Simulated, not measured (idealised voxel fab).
You're looking at the process module voxel lift off.
The width of the displayed cross-section, cut, is 235 nm; its cells are square, with a size of 5 nm.
Throughout this document, each cross-section is represented as a grid of square cells and is presented as a sequence of bands enumerated from the top downward, where a band comprises one or more rows of cells.
For a band, the entry starts with two heights in nm, that of the top and then that of the bottom, and carries on with the band's materials in order from left to right, each alongside its width in nm; the word "everywhere" beside a single material means it fills the band edge to edge, and "blank" means empty space.
We count height from 0. Below that, the starting wafer is all one material. The lowest band never ends at the bottom but goes on down; see "0 -> down" for how that is written.
When a width is written as two numbers, as in "30->40", the first number is the width in the top row of cells of the band and the second is the width in its bottom row, and the width changes by the same amount from each row to the next.
What does "identical to before" mean for a step? It means no cell of the cross-section changed in that step.
Listed in "Completely sealed voids": every empty space of 8 or more cells without an open way to the top. Form: width x height at distance, the distance being from the left edge, all in nm.
Where a step's line continues beyond its settings, the continuation is a remark by the simulator itself on that step.
overlay nm: step with mask; distance mask lay right of planned place; negative value = left of planned place.

The steps planned for the process are as follows:
step 1: RECEIVE, material Si
step 2: CONFORMAL_DEP, material SiN, thk nm 15
step 3: PATTERN, tone open, mask id LINES, material resist, width nm 15, pitch nm 30, thk nm 20, overlay nm 0
step 4: DIRECTIONAL_DEP, material Ru, thk nm 5
step 5: STRIP, etch materials resist
step 6: CONFORMAL_DEP, material SiCN, thk nm 10
Quick note for whoever runs this: the wafers start identical, but the thk nm at step 4 isn't the same across them. The plan just shows what the first wafer had.

Cross-section of the first of several received wafers, showing its state after step 1:
> 0 -> down | Si everywhere
> Completely sealed voids: none

Post step 6, the closing step of the module: first of several wafers, cross-sectioned:
> 30 -> 25 | 70 nm blank, then 95 nm SiCN, then 70 nm blank
> 25 -> 20 | SiCN everywhere
> 20 -> 15 | 80 nm SiCN, then 15 nm Ru, then 15 nm SiCN, then 15 nm Ru, then 15 nm SiCN, then 15 nm Ru, then 80 nm SiCN
> 15 -> 0 | SiN everywhere
> 0 -> down | Si everywhere
> Completely sealed voids: none

Of the several wafers, the last: cross-section at the end of the module:
> 40 -> 30 | 70 nm blank, then 95 nm SiCN, then 70 nm blank
> 30 -> 25 | 70 nm blank, then 10 nm SiCN, then 15 nm Ru, then 15 nm SiCN, then 15 nm Ru, then 15 nm SiCN, then 15 nm Ru, then 10 nm SiCN, then 70 nm blank
> 25 -> 15 | 80 nm SiCN, then 15 nm Ru, then 15 nm SiCN, then 15 nm Ru, then 15 nm SiCN, then 15 nm Ru, then 80 nm SiCN
> 15 -> 0 | SiN everywhere
> 0 -> down | Si everywhere
> Completely sealed voids: none

Below: a row per wafer. Contents at end of module: for every material, cells gained since receipt (+) or lost since receipt (-); then closed voids:
thk nm 5 | +9 Ru | +104 SiCN | +141 SiN | Completely sealed voids: none
thk nm 10 | +18 Ru | +114 SiCN | +141 SiN | Completely sealed voids: none
thk nm 15 | +27 Ru | +124 SiCN | +141 SiN | Completely sealed voids: none
